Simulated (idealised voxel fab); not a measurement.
Module name: voxel capacitor over wiring (process module)
Shown is cross-section cut, with a width of 245 nm and square cells of size 5 nm.
The cross-sections in this document take the form of a grid made of square cells. They are written out as bands, in order from top to bottom. Each band consists of one or more rows of cells.
Within each band entry, the heights of the top and of the bottom of the band appear first, in that order and in nm; the materials of the band then follow from left to right, each with its corresponding width in nm. The designation "full width" on a single material indicates that it fills the band from edge to edge; the designation "blank" indicates empty space.
For the purposes of this specification, 0 denotes the height below which the wafer in its as-received condition is composed wholly of one material, and the lowermost band, lacking a lower limit, extends downward without end, as expressed in "0 -> down".
A width such as "30..40" changes by the same amount from each row of cells to the next, from the band's top row to its bottom row.
Take "everything unchanged" at face value: in the step it is given for, the cross-section changed in none of its cells.
"Sealed-off cavities" specifies each empty space that is not open to the top and that occupies no fewer than 8 cells, using the form width x height at distance, the distance measured from the left edge and all three quantities in nm.
after a step's settings: what the simulator itself notes on the step
On any step carrying a mask, the "overlay nm" setting, if present on the step's line, tells how far right of its planned place the mask lay; negative values point to the left.
Process steps - plan
1,RECEIVE,material Si
2,CONFORMAL_DEP,material SiO2,thk nm 10
3,CONFORMAL_DEP,material SiN,thk nm 5
4,DIRECTIONAL_DEP,material SiO2,thk nm 15
5,DIRECTIONAL_DEP,material aC,thk nm 15
6,PATTERN,tone open,mask id METAL_1,material resist,width nm 25,pitch nm 75,thk nm 30,overlay nm 0
7,DIRECTIONAL_ETCH,etch materials aC,depth nm 15
8,STRIP,etch materials resist
9,DIRECTIONAL_ETCH,etch materials SiO2,depth nm 15
10,DIRECTIONAL_ETCH,etch materials SiN,depth nm 5
11,STRIP,etch materials aC
12,CONFORMAL_DEP,material TiN,thk nm 5
13,FILL_DEP,material Cu,thk nm 5
14,CMP,height nm 30
15,CONFORMAL_DEP,material SiCN,thk nm 5
16,DIRECTIONAL_DEP,material lowk,thk nm 15
17,PATTERN,tone open,mask id PLUG_1,material resist,width nm 15,thk nm 20,overlay nm 0
18,DIRECTIONAL_ETCH,etch materials lowk,depth nm 15
19,DIRECTIONAL_ETCH,etch materials SiCN,depth nm 5
20,STRIP,etch materials resist
21,CONFORMAL_DEP,material TiN,thk nm 5
22,FILL_DEP,material Ru,thk nm 10
23,CMP,height nm 50
24,DIRECTIONAL_DEP,material TiN,thk nm 10
25,DIRECTIONAL_DEP,material HfO2,thk nm 5
26,DIRECTIONAL_DEP,material TiN,thk nm 10
27,MASKED_ETCH,tone cover,mask id UPPER_PLATE,width nm 55,etch materials TiN,depth nm 10,overlay nm 0
28,MASKED_ETCH,tone cover,mask id UPPER_PLATE,width nm 55,etch materials HfO2,depth nm 5,overlay nm 0
29,PATTERN,tone cover,mask id LOWER_PLATE,material resist,width nm 65,thk nm 20,overlay nm 0
30,DIRECTIONAL_ETCH,etch materials TiN,depth nm 10
31,STRIP,etch materials resist
32,FILL_DEP,material SiO2,thk nm 15
33,CMP,height nm 85
34,DIRECTIONAL_DEP,material aC,thk nm 10
35,PATTERN,tone open,mask id PLUG_2,material resist,width nm 15,thk nm 30,overlay nm 0
36,DIRECTIONAL_ETCH,etch materials aC,depth nm 10
37,STRIP,etch materials resist
38,DIRECTIONAL_ETCH,etch materials SiO2,depth nm 10
39,STRIP,etch materials aC
40,CONFORMAL_DEP,material TiN,thk nm 5
41,FILL_DEP,material Ru,thk nm 10
42,CMP,height nm 85
43,CONFORMAL_DEP,material SiN,thk nm 5
Cross-section of the incoming wafer, state after step 1
	0 -> down: Si full width
	Sealed-off cavities: none
End-of-module XS, first of two wafers, run as planned
	90 -> 85: SiN full width
	85 -> 80: SiO2 (90); TiN (5); Ru (5); TiN (5); SiO2 (140)
	80 -> 75: SiO2 (90); TiN (15); SiO2 (140)
	75 -> 65: SiO2 (80); TiN (55); SiO2 (110)
	65 -> 60: SiO2 (80); HfO2 (55); SiO2 (110)
	60 -> 50: SiO2 (75); TiN (65); SiO2 (105)
	50 -> 35: lowk (80); TiN (5); Ru (5); TiN (5); lowk (150)
	35 -> 30: SiCN (80); TiN (15); SiCN (150)
	30 -> 15: SiO2 (70); TiN (5); Cu (15); TiN (5); SiO2 (50); TiN (5); Cu (15); TiN (5); SiO2 (75)
	15 -> 10: SiN (70); TiN (25); SiN (50); TiN (25); SiN (75)
	10 -> 0: SiO2 full width
	0 -> down: Si full width
	Sealed-off cavities: none
Second wafer cross-section at end of module - shared start and plan with the first, one mistake in the run
	90 -> 85: SiN full width
	85 -> 80: SiO2 (90); TiN (5); Ru (5); TiN (5); SiO2 (140)
	80 -> 75: SiO2 (90); TiN (15); SiO2 (140)
	75 -> 70: SiO2 (80); HfO2 (55); SiO2 (110)
	70 -> 60: SiO2 (75); TiN (65); SiO2 (105)
	60 -> 50: TiN full width
	50 -> 35: lowk (80); TiN (5); Ru (5); TiN (5); lowk (150)
	35 -> 30: SiCN (80); TiN (15); SiCN (150)
	30 -> 15: SiO2 (70); TiN (5); Cu (15); TiN (5); SiO2 (50); TiN (5); Cu (15); TiN (5); SiO2 (75)
	15 -> 10: SiN (70); TiN (25); SiN (50); TiN (25); SiN (75)
	10 -> 0: SiO2 full width
	0 -> down: Si full width
	Sealed-off cavities: none
Deviation from plan: steps 25 and 26 got flipped, so each one ran where the other should have
Heads up, by the end the second wafer has more or fewer cells of some materials compared to the first: SiO2: 76 fewer, TiN: 76 more
